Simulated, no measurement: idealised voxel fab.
The following process module bears the name voxel self aligned contacts.
Cross-section cut spans 270 nm and uses square cells 5 nm in size.
Bands, listed from the top down, are how a cross-section gets written in this document; the cross-section itself is a grid of square cells, and a band is one or more rows of them. Basically the band line says how high the top is and how high the bottom is, in nm, and then what's in it from left to right, every material with its width in nm. Empty space shows up as "blank", and if a single material carries "throughout" it runs the full band edge to edge. Note: height 0 marks the level under which the wafer is uniformly one material as received. Lowest band unbounded below, written "0 nm and below". A width such as "30->40" changes by the same amount from each row of cells to the next, from the band's top row to its bottom row. Basically "all unchanged" means that step didn't change any cell in the cross-section. Enclosed voids (no open way to top), threshold 8 cells or more, entry "Voids lacking openings", notation width x height at distance, distance from left edge, nm. Where a step's line continues beyond its settings, the continuation is a remark by the simulator itself on that step. overlay nm: where the mask lay relative to plan, measured to the right, on steps with a mask; negatives go left.

Steps planned for the process
1. RECEIVE with material Si
2. OXIDIZE with depth nm 5
3. DIRECTIONAL_DEP with material polySi, thk nm 25
4. DIRECTIONAL_DEP with material SiN, thk nm 25
5. DIRECTIONAL_DEP with material aC, thk nm 15
6. PATTERN with tone cover, mask id GATE, material resist, width nm 35, pitch nm 80, thk nm 30, overlay nm 0
7. DIRECTIONAL_ETCH with etch materials aC, depth nm 15
8. STRIP with etch materials resist
9. DIRECTIONAL_ETCH with etch materials SiN, depth nm 25
10. DIRECTIONAL_ETCH with etch materials polySi, depth nm 25
11. STRIP with etch materials aC
12. CONFORMAL_DEP with material SiN, thk nm 10
13. DIRECTIONAL_ETCH with etch materials SiN, depth nm 10
14. FILL_DEP with material SiO2, thk nm 15
15. CMP with height nm 60
16. DIRECTIONAL_DEP with material aC, thk nm 10
17. PATTERN with tone open, mask id CONTACT, material resist, width nm 65, thk nm 25, overlay nm 0
18. DIRECTIONAL_ETCH with etch materials aC, depth nm 10
19. STRIP with etch materials resist
20. DIRECTIONAL_ETCH with etch materials SiO2, depth nm 65
21. STRIP with etch materials aC
22. CONFORMAL_DEP with material TiN, thk nm 5
23. FILL_DEP with material Ru, thk nm 10
24. CMP with height nm 60
25. CONFORMAL_DEP with material SiN, thk nm 5

Run as planned: first of two wafers

The cross-section here shows the wafer as received, i.e. in its state after step 1
- 0 nm and below = Si throughout
- Voids lacking openings: none

You're looking at a cross-section of the wafer after step 2
- 0 nm to -5 nm = SiO2 throughout
- At heights below -5, the structure remains unaltered.

You're looking at a cross-section of the wafer after step 3
- 25 nm to 0 nm = polySi throughout
- At heights below 0, the structure remains unaltered.

You're looking at a cross-section of the wafer after step 4
- 50 nm to 25 nm = SiN throughout
- At heights below 25, the structure remains unaltered.

You're looking at a cross-section of the wafer after step 5
- 65 nm to 50 nm = aC throughout
- At heights below 50, the structure remains unaltered.

You're looking at a cross-section of the wafer after step 6
- 95 nm to 65 nm = 75 of blank / 35 of resist / 45 of blank / 35 of resist / 80 of blank
- At heights below 65, the structure remains unaltered.

You're looking at a cross-section of the wafer after step 7
- 80 nm to 65 nm = 75 of blank / 35 of resist / 45 of blank / 35 of resist / 80 of blank
- 65 nm to 50 nm = 75 of blank / 35 of aC / 45 of blank / 35 of aC / 80 of blank
- At heights below 50, the structure remains unaltered.

You're looking at a cross-section of the wafer after step 8
- 65 nm to 50 nm = 75 of blank / 35 of aC / 45 of blank / 35 of aC / 80 of blank
- At heights below 50, the structure remains unaltered.

You're looking at a cross-section of the wafer after step 9
- 65 nm to 50 nm = 75 of blank / 35 of aC / 45 of blank / 35 of aC / 80 of blank
- 50 nm to 25 nm = 75 of blank / 35 of SiN / 45 of blank / 35 of SiN / 80 of blank
- At heights below 25, the structure remains unaltered.

You're looking at a cross-section of the wafer after step 10
- 65 nm to 50 nm = 75 of blank / 35 of aC / 45 of blank / 35 of aC / 80 of blank
- 50 nm to 25 nm = 75 of blank / 35 of SiN / 45 of blank / 35 of SiN / 80 of blank
- 25 nm to 0 nm = 75 of blank / 35 of polySi / 45 of blank / 35 of polySi / 80 of blank
- At heights below 0, the structure remains unaltered.

You're looking at a cross-section of the wafer after step 11
- 50 nm to 25 nm = 75 of blank / 35 of SiN / 45 of blank / 35 of SiN / 80 of blank
- At heights below 25, the structure remains unaltered.

You're looking at a cross-section of the wafer after step 12
- 60 nm to 25 nm = 65 of blank / 55 of SiN / 25 of blank / 55 of SiN / 70 of blank
- 25 nm to 10 nm = 65 of blank / 10 of SiN / 35 of polySi / 10 of SiN / 25 of blank / 10 of SiN / 35 of polySi / 10 of SiN / 70 of blank
- 10 nm to 0 nm = 75 of SiN / 35 of polySi / 45 of SiN / 35 of polySi / 80 of SiN
- At heights below 0, the structure remains unaltered.

You're looking at a cross-section of the wafer after step 13
- 50 nm to 25 nm = 65 of blank / 55 of SiN / 25 of blank / 55 of SiN / 70 of blank
- 25 nm to 0 nm = 65 of blank / 10 of SiN / 35 of polySi / 10 of SiN / 25 of blank / 10 of SiN / 35 of polySi / 10 of SiN / 70 of blank
- At heights below 0, the structure remains unaltered.

You're looking at a cross-section of the wafer after step 14
- 65 nm to 50 nm = SiO2 throughout
- 50 nm to 25 nm = 65 of SiO2 / 55 of SiN / 25 of SiO2 / 55 of SiN / 70 of SiO2
- 25 nm to 0 nm = 65 of SiO2 / 10 of SiN / 35 of polySi / 10 of SiN / 25 of SiO2 / 10 of SiN / 35 of polySi / 10 of SiN / 70 of SiO2
- At heights below 0, the structure remains unaltered.

You're looking at a cross-section of the wafer after step 15
- 60 nm to 50 nm = SiO2 throughout
- At heights below 50, the structure remains unaltered.

You're looking at a cross-section of the wafer after step 16
- 70 nm to 60 nm = aC throughout
- At heights below 60, the structure remains unaltered.

You're looking at a cross-section of the wafer after step 17
- 95 nm to 70 nm = 100 of resist / 65 of blank / 105 of resist
- At heights below 70, the structure remains unaltered.

You're looking at a cross-section of the wafer after step 18
- 85 nm to 70 nm = 100 of resist / 65 of blank / 105 of resist
- 70 nm to 60 nm = 100 of aC / 65 of blank / 105 of aC
- At heights below 60, the structure remains unaltered.

You're looking at a cross-section of the wafer after step 19
- 70 nm to 60 nm = 100 of aC / 65 of blank / 105 of aC
- At heights below 60, the structure remains unaltered.

You're looking at a cross-section of the wafer after step 20
- 70 nm to 60 nm = 100 of aC / 65 of blank / 105 of aC
- 60 nm to 50 nm = 100 of SiO2 / 65 of blank / 105 of SiO2
- 50 nm to 25 nm = 65 of SiO2 / 55 of SiN / 25 of blank / 55 of SiN / 70 of SiO2
- 25 nm to 0 nm = 65 of SiO2 / 10 of SiN / 35 of polySi / 10 of SiN / 25 of blank / 10 of SiN / 35 of polySi / 10 of SiN / 70 of SiO2
- 0 nm to -5 nm = 120 of SiO2 / 25 of blank / 125 of SiO2
- At heights below -5, the structure remains unaltered.

You're looking at a cross-section of the wafer after step 21
- 60 nm to 50 nm = 100 of SiO2 / 65 of blank / 105 of SiO2
- At heights below 50, the structure remains unaltered.

You're looking at a cross-section of the wafer after step 22
- 65 nm to 60 nm = 105 of TiN / 55 of blank / 110 of TiN
- 60 nm to 50 nm = 100 of SiO2 / 5->25 of TiN / 55->15 of blank / 5->25 of TiN / 105 of SiO2
- 50 nm to 25 nm = 65 of SiO2 / 55 of SiN / 5 of TiN / 15 of blank / 5 of TiN / 55 of SiN / 70 of SiO2
- 25 nm to 0 nm = 65 of SiO2 / 10 of SiN / 35 of polySi / 10 of SiN / 5 of TiN / 15 of blank / 5 of TiN / 10 of SiN / 35 of polySi / 10 of SiN / 70 of SiO2
- 0 nm to -5 nm = 120 of SiO2 / 25 of TiN / 125 of SiO2
- At heights below -5, the structure remains unaltered.

You're looking at a cross-section of the wafer after step 23
- 75 nm to 65 nm = Ru throughout
- 65 nm to 60 nm = 105 of TiN / 55 of Ru / 110 of TiN
- 60 nm to 50 nm = 100 of SiO2 / 5->25 of TiN / 55->15 of Ru / 5->25 of TiN / 105 of SiO2
- 50 nm to 25 nm = 65 of SiO2 / 55 of SiN / 5 of TiN / 15 of Ru / 5 of TiN / 55 of SiN / 70 of SiO2
- 25 nm to 0 nm = 65 of SiO2 / 10 of SiN / 35 of polySi / 10 of SiN / 5 of TiN / 15 of Ru / 5 of TiN / 10 of SiN / 35 of polySi / 10 of SiN / 70 of SiO2
- At heights below 0, the structure remains unaltered.

You're looking at a cross-section of the wafer after step 24
- 60 nm to 50 nm = 100 of SiO2 / 5->25 of TiN / 55->15 of Ru / 5->25 of TiN / 105 of SiO2
- At heights below 50, the structure remains unaltered.

You're looking at a cross-section of the wafer after step 25
- 65 nm to 60 nm = SiN throughout
- At heights below 60, the structure remains unaltered.

The second wafer began exactly as the first did and followed the same plan, but one mistake was made while running it; through step 16 inclusive, the two wafers are identical

Second wafer cross-section, taken as of the time the plan sets for step 17 to be done
- 95 nm to 70 nm = 90 of resist / 65 of blank / 115 of resist
- At heights below 70, the structure remains unaltered.

Second wafer cross-section, taken as of the time the plan sets for step 18 to be done
- 85 nm to 70 nm = 90 of resist / 65 of blank / 115 of resist
- 70 nm to 60 nm = 90 of aC / 65 of blank / 115 of aC
- At heights below 60, the structure remains unaltered.

Second wafer cross-section, taken as of the time the plan sets for step 19 to be done
- 70 nm to 60 nm = 90 of aC / 65 of blank / 115 of aC
- At heights below 60, the structure remains unaltered.

Second wafer cross-section, taken as of the time the plan sets for step 20 to be done
- 70 nm to 60 nm = 90 of aC / 65 of blank / 115 of aC
- 60 nm to 50 nm = 90 of SiO2 / 65 of blank / 115 of SiO2
- 50 nm to 25 nm = 65 of SiO2 / 55 of SiN / 25 of blank / 55 of SiN / 70 of SiO2
- 25 nm to 0 nm = 65 of SiO2 / 10 of SiN / 35 of polySi / 10 of SiN / 25 of blank / 10 of SiN / 35 of polySi / 10 of SiN / 70 of SiO2
- 0 nm to -5 nm = 120 of SiO2 / 25 of blank / 125 of SiO2
- At heights below -5, the structure remains unaltered.

Second wafer cross-section, taken as of the time the plan sets for step 21 to be done
- 60 nm to 50 nm = 90 of SiO2 / 65 of blank / 115 of SiO2
- At heights below 50, the structure remains unaltered.

Second wafer cross-section, taken as of the time the plan sets for step 22 to be done
- 65 nm to 60 nm = 95 of TiN / 55 of blank / 120 of TiN
- 60 nm to 50 nm = 90 of SiO2 / 5->35 of TiN / 55->15 of blank / 5->15 of TiN / 115 of SiO2
- 50 nm to 25 nm = 65 of SiO2 / 55 of SiN / 5 of TiN / 15 of blank / 5 of TiN / 55 of SiN / 70 of SiO2
- 25 nm to 0 nm = 65 of SiO2 / 10 of SiN / 35 of polySi / 10 of SiN / 5 of TiN / 15 of blank / 5 of TiN / 10 of SiN / 35 of polySi / 10 of SiN / 70 of SiO2
- 0 nm to -5 nm = 120 of SiO2 / 25 of TiN / 125 of SiO2
- At heights below -5, the structure remains unaltered.

Second wafer cross-section, taken as of the time the plan sets for step 23 to be done
- 75 nm to 65 nm = Ru throughout
- 65 nm to 60 nm = 95 of TiN / 55 of Ru / 120 of TiN
- 60 nm to 50 nm = 90 of SiO2 / 5->35 of TiN / 55->15 of Ru / 5->15 of TiN / 115 of SiO2
- 50 nm to 25 nm = 65 of SiO2 / 55 of SiN / 5 of TiN / 15 of Ru / 5 of TiN / 55 of SiN / 70 of SiO2
- 25 nm to 0 nm = 65 of SiO2 / 10 of SiN / 35 of polySi / 10 of SiN / 5 of TiN / 15 of Ru / 5 of TiN / 10 of SiN / 35 of polySi / 10 of SiN / 70 of SiO2
- At heights below 0, the structure remains unaltered.

Second wafer cross-section, taken as of the time the plan sets for step 24 to be done
- 60 nm to 50 nm = 90 of SiO2 / 5->35 of TiN / 55->15 of Ru / 5->15 of TiN / 115 of SiO2
- At heights below 50, the structure remains unaltered.

Second wafer cross-section, taken as of the time the plan sets for step 25 to be done
- 65 nm to 60 nm = SiN throughout
- At heights below 60, the structure remains unaltered.
Plan not followed: it should be noted that step 17 was executed with settings other than those planned, the operation and settings actually applied being PATTERN with tone open, mask id CONTACT, material resist, width nm 65, thk nm 25, overlay nm -10
Matching per-material cell counts, mismatched positions: that is how the second wafer compares with the first at the end.
